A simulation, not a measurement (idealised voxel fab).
This section sets out a process module, namely voxel capacitor over wiring.
This is section cut - it's 295 nm across, gridded in 5 nm square cells.
Cross-section format: a grid of square cells, given as bands from top to bottom; each band is one or more rows of cells.
Heads up on the band format: heights come first, top then bottom, in nm. After that it's the materials left to right, each with its width in nm. A single material flagged "everywhere" fills the whole band edge to edge, and "air" means there's empty space there.
The level at which height equals 0 is the one under which the wafer, as it arrives, is entirely one material. No lower edge exists for the bottom band, which continues downward and is notated as in "z 0 and below".
It should be noted that a width expressed as "30->40" varies in equal increments from row to row of cells within the band, taking the value of the first number at the top row and that of the second number at the bottom row.
Step marked "nothing was modified"? Then no cell in the cross-section changed in it.
In the "closed voids" entry, you get each enclosed empty space of 8 cells or more, one with no open way to the top, written width x height at distance, distance from the left edge, in nm.
If you see something after the settings on a step's line, that's the simulator's own remark about that step.
The "overlay nm" setting may appear on a step's line; for a step that uses a mask, it gives how far to the right of its planned position the mask lay, and a negative value indicates the left.

So here's the lineup of process steps we planned
1,RECEIVE with material Si
2,CONFORMAL_DEP with material SiO2, thk nm 10
3,DIRECTIONAL_DEP with material TiN, thk nm 5
4,DIRECTIONAL_DEP with material W, thk nm 20
5,MASKED_ETCH with tone cover, mask id METAL_1, width nm 30, pitch nm 100, etch materials W, depth nm 20, overlay nm 0
6,MASKED_ETCH with tone cover, mask id METAL_1, width nm 30, pitch nm 100, etch materials TiN, depth nm 5, overlay nm 0
7,FILL_DEP with material SiO2, thk nm 5
8,CMP with height nm 35
9,CONFORMAL_DEP with material SiCN, thk nm 5
10,DIRECTIONAL_DEP with material lowk, thk nm 20
11,MASKED_ETCH with tone open, mask id PLUG_1, width nm 15, etch materials lowk, depth nm 20, overlay nm 0
12,MASKED_ETCH with tone open, mask id PLUG_1, width nm 15, etch materials SiCN, depth nm 5, overlay nm 0
13,EPI with material Ru, thk nm 10
14,EPI with material Ru, thk nm 10
15,EPI with material Ru, thk nm 5
16,DIRECTIONAL_DEP with material TiN, thk nm 5
17,DIRECTIONAL_DEP with material Al2O3, thk nm 5
18,DIRECTIONAL_DEP with material TiN, thk nm 5
19,DIRECTIONAL_DEP with material aC, thk nm 15
20,PATTERN with tone cover, mask id UPPER_PLATE, material resist, width nm 75, thk nm 30, overlay nm 0
21,DIRECTIONAL_ETCH with etch materials aC, depth nm 15
22,STRIP with etch materials resist
23,DIRECTIONAL_ETCH with etch materials TiN, depth nm 5
24,DIRECTIONAL_ETCH with etch materials Al2O3, depth nm 5
25,STRIP with etch materials aC
26,DIRECTIONAL_DEP with material aC, thk nm 10
27,PATTERN with tone cover, mask id LOWER_PLATE, material resist, width nm 85, thk nm 30, overlay nm 0
28,DIRECTIONAL_ETCH with etch materials aC, depth nm 10
29,STRIP with etch materials resist
30,DIRECTIONAL_ETCH with etch materials TiN, depth nm 5
31,STRIP with etch materials aC
32,FILL_DEP with material SiO2, thk nm 20
33,CMP with height nm 90
34,PATTERN with tone open, mask id PLUG_2, material resist, width nm 15, thk nm 15, overlay nm 0
35,DIRECTIONAL_ETCH with etch materials SiO2, depth nm 15
36,STRIP with etch materials resist
37,CONFORMAL_DEP with material TiN, thk nm 5
38,FILL_DEP with material Ru, thk nm 10
39,CMP with height nm 90
40,CONFORMAL_DEP with material SiCN, thk nm 5

Received-state cross-section, reflecting completion of step 1
* z 0 and below | Si everywhere
* closed voids: none

Cross-section at module end, one run error; start and plan unchanged from above
* z 110 to 105 | SiCN everywhere
* z 105 to 95 | Ru everywhere
* z 95 to 90 | 110 of TiN / 5 of Ru / 180 of TiN
* z 90 to 80 | 105 of SiO2 / 5 of TiN / 5 of Ru / 5 of TiN / 175 of SiO2
* z 80 to 70 | 105->95 of SiO2 / 15->75 of TiN / 175->125 of SiO2
* z 70 to 65 | 95 of SiO2 / 75 of Al2O3 / 125 of SiO2
* z 65 to 60 | 90 of SiO2 / 85 of TiN / 120 of SiO2
* z 60 to 40 | 95 of lowk / 15 of Ru / 185 of lowk
* z 40 to 35 | 95 of SiCN / 15 of Ru / 185 of SiCN
* z 35 to 15 | 80 of SiO2 / 30 of W / 70 of SiO2 / 30 of W / 85 of SiO2
* z 15 to 10 | 80 of SiO2 / 30 of TiN / 70 of SiO2 / 30 of TiN / 85 of SiO2
* z 10 to 0 | SiO2 everywhere
* z 0 and below | Si everywhere
* closed voids: none
What was the processing mistake? step 39 of the plan got skipped, so it never ran
